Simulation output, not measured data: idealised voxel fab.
Presented below is a process module, voxel trench capacitor.
It is cross-section cut that appears here, measuring 175 nm in width, its square cells being 5 nm in size.
Each cross-section below is a grid of square cells, stated as bands in top-down order, with one or more rows of cells making up each band.
Top, bottom (nm), then materials left to right with widths (nm); lone material tagged "throughout" fills the whole band edge to edge; "empty" = empty space.
Heights are expressed relative to 0, this being the level below which the as-received wafer comprises one material exclusively. The lowest band is unbounded in the downward direction and is denoted as in "0 -> down".
A width such as "30->40" changes by the same amount from each row of cells to the next, from the band's top row to its bottom row.
Where the words "no modifications" appear for a step, the cross-section shows no cell changed by that step; every cell remained as before.
Each empty space that has no open way to the top and spans at least 8 cells appears under "Sealed internal voids" as width x height at distance, the distance counted from the left edge, all in nm.
The remark found on a step's line after its settings is issued by the simulator itself and pertains to that step.
"overlay nm" on a masked step: distance the mask lay right of its planned place, negative for left.
THESE ARE THE STEPS WE PLANNED FOR THE PROCESS
1,RECEIVE [material Si]
2,CONFORMAL_DEP [material SiN] [thk nm 10]
3,PATTERN [tone open] [mask id TRENCH] [material resist] [width nm 25] [pitch nm 45] [thk nm 15] [overlay nm 0]
4,DIRECTIONAL_ETCH [etch materials SiN] [depth nm 10]
5,DIRECTIONAL_ETCH [etch materials Si] [depth nm 40]
6,STRIP [etch materials resist]
7,CONFORMAL_DEP [material HfO2] [thk nm 5]
8,CONFORMAL_DEP [material TiN] [thk nm 5]
9,FILL_DEP [material W] [thk nm 5]
10,CMP [height nm 10]
WAFER, FIRST OF TWO, RUN AS PLANNED
DELIVERED WAFER IN CROSS-SECTION: STATE AFTER STEP 1
- 0 -> down | Si throughout
- Sealed internal voids: none
SECTIONAL VIEW: WAFER, AFTER STEP 2
- 10 -> 0 | SiN throughout
- below 0: unchanged
SECTIONAL VIEW: WAFER, AFTER STEP 3
- 25 -> 10 | 50 resist  25 empty  20 resist  25 empty  55 resist
- below 10: unchanged
SECTIONAL VIEW: WAFER, AFTER STEP 4
- 25 -> 10 | 50 resist  25 empty  20 resist  25 empty  55 resist
- 10 -> 0 | 50 SiN  25 empty  20 SiN  25 empty  55 SiN
- below 0: unchanged
SECTIONAL VIEW: WAFER, AFTER STEP 5
- 25 -> 10 | 50 resist  25 empty  20 resist  25 empty  55 resist
- 10 -> 0 | 50 SiN  25 empty  20 SiN  25 empty  55 SiN
- 0 -> -40 | 50 Si  25 empty  20 Si  25 empty  55 Si
- below -40: unchanged
SECTIONAL VIEW: WAFER, AFTER STEP 6
- 10 -> 0 | 50 SiN  25 empty  20 SiN  25 empty  55 SiN
- below 0: unchanged
SECTIONAL VIEW: WAFER, AFTER STEP 7
- 15 -> 10 | 55 HfO2  15 empty  30 HfO2  15 empty  60 HfO2
- 10 -> 0 | 50 SiN  5 HfO2  15 empty  5 HfO2  20 SiN  5 HfO2  15 empty  5 HfO2  55 SiN
- 0 -> -35 | 50 Si  5 HfO2  15 empty  5 HfO2  20 Si  5 HfO2  15 empty  5 HfO2  55 Si
- -35 -> -40 | 50 Si  25 HfO2  20 Si  25 HfO2  55 Si
- below -40: unchanged
SECTIONAL VIEW: WAFER, AFTER STEP 8
- 20 -> 15 | 60 TiN  5 empty  40 TiN  5 empty  65 TiN
- 15 -> 10 | 55 HfO2  5 TiN  5 empty  5 TiN  30 HfO2  5 TiN  5 empty  5 TiN  60 HfO2
- 10 -> 0 | 50 SiN  5 HfO2  5 TiN  5 empty  5 TiN  5 HfO2  20 SiN  5 HfO2  5 TiN  5 empty  5 TiN  5 HfO2  55 SiN
- 0 -> -30 | 50 Si  5 HfO2  5 TiN  5 empty  5 TiN  5 HfO2  20 Si  5 HfO2  5 TiN  5 empty  5 TiN  5 HfO2  55 Si
- -30 -> -35 | 50 Si  5 HfO2  15 TiN  5 HfO2  20 Si  5 HfO2  15 TiN  5 HfO2  55 Si
- below -35: unchanged
SECTIONAL VIEW: WAFER, AFTER STEP 9
- 25 -> 20 | W throughout
- 20 -> 15 | 60 TiN  5 W  40 TiN  5 W  65 TiN
- 15 -> 10 | 55 HfO2  5 TiN  5 W  5 TiN  30 HfO2  5 TiN  5 W  5 TiN  60 HfO2
- 10 -> 0 | 50 SiN  5 HfO2  5 TiN  5 W  5 TiN  5 HfO2  20 SiN  5 HfO2  5 TiN  5 W  5 TiN  5 HfO2  55 SiN
- 0 -> -30 | 50 Si  5 HfO2  5 TiN  5 W  5 TiN  5 HfO2  20 Si  5 HfO2  5 TiN  5 W  5 TiN  5 HfO2  55 Si
- below -30: unchanged
SECTIONAL VIEW: WAFER, AFTER STEP 10
- 10 -> 0 | 50 SiN  5 HfO2  5 TiN  5 W  5 TiN  5 HfO2  20 SiN  5 HfO2  5 TiN  5 W  5 TiN  5 HfO2  55 SiN
- below 0: unchanged
WAFER TWO OF TWO - SAME STARTING POINT, SAME PROCESS PLAN, ONE MISTAKE IN EXECUTION; MATCHES WAFER ONE UP TO AND INCLUDING STEP 4
THE SECOND WAFER IN CROSS-SECTION, AT THE PLANNED CLOSE OF STEP 5
- 25 -> 10 | 50 resist  25 empty  20 resist  25 empty  55 resist
- 10 -> 0 | 50 SiN  25 empty  20 SiN  25 empty  55 SiN
- 0 -> -80 | 50 Si  25 empty  20 Si  25 empty  55 Si
- below -80: unchanged
THE SECOND WAFER IN CROSS-SECTION, AT THE PLANNED CLOSE OF STEP 6
- 10 -> 0 | 50 SiN  25 empty  20 SiN  25 empty  55 SiN
- below 0: unchanged
THE SECOND WAFER IN CROSS-SECTION, AT THE PLANNED CLOSE OF STEP 7
- 15 -> 10 | 55 HfO2  15 empty  30 HfO2  15 empty  60 HfO2
- 10 -> 0 | 50 SiN  5 HfO2  15 empty  5 HfO2  20 SiN  5 HfO2  15 empty  5 HfO2  55 SiN
- 0 -> -75 | 50 Si  5 HfO2  15 empty  5 HfO2  20 Si  5 HfO2  15 empty  5 HfO2  55 Si
- -75 -> -80 | 50 Si  25 HfO2  20 Si  25 HfO2  55 Si
- below -80: unchanged
THE SECOND WAFER IN CROSS-SECTION, AT THE PLANNED CLOSE OF STEP 8
- 20 -> 15 | 60 TiN  5 empty  40 TiN  5 empty  65 TiN
- 15 -> 10 | 55 HfO2  5 TiN  5 empty  5 TiN  30 HfO2  5 TiN  5 empty  5 TiN  60 HfO2
- 10 -> 0 | 50 SiN  5 HfO2  5 TiN  5 empty  5 TiN  5 HfO2  20 SiN  5 HfO2  5 TiN  5 empty  5 TiN  5 HfO2  55 SiN
- 0 -> -70 | 50 Si  5 HfO2  5 TiN  5 empty  5 TiN  5 HfO2  20 Si  5 HfO2  5 TiN  5 empty  5 TiN  5 HfO2  55 Si
- -70 -> -75 | 50 Si  5 HfO2  15 TiN  5 HfO2  20 Si  5 HfO2  15 TiN  5 HfO2  55 Si
- below -75: unchanged
THE SECOND WAFER IN CROSS-SECTION, AT THE PLANNED CLOSE OF STEP 9
- 25 -> 20 | W throughout
- 20 -> 15 | 60 TiN  5 W  40 TiN  5 W  65 TiN
- 15 -> 10 | 55 HfO2  5 TiN  5 W  5 TiN  30 HfO2  5 TiN  5 W  5 TiN  60 HfO2
- 10 -> 0 | 50 SiN  5 HfO2  5 TiN  5 W  5 TiN  5 HfO2  20 SiN  5 HfO2  5 TiN  5 W  5 TiN  5 HfO2  55 SiN
- 0 -> -70 | 50 Si  5 HfO2  5 TiN  5 W  5 TiN  5 HfO2  20 Si  5 HfO2  5 TiN  5 W  5 TiN  5 HfO2  55 Si
- below -70: unchanged
THE SECOND WAFER IN CROSS-SECTION, AT THE PLANNED CLOSE OF STEP 10
- 10 -> 0 | 50 SiN  5 HfO2  5 TiN  5 W  5 TiN  5 HfO2  20 SiN  5 HfO2  5 TiN  5 W  5 TiN  5 HfO2  55 SiN
- below 0: unchanged
Run error: step 5 of the plan was performed twice
Wrapping up, a cell-based count of both wafers puts the second over or under the first for these materials: HfO2: 32 more; Si: 80 fewer; TiN: 32 more; W: 16 more
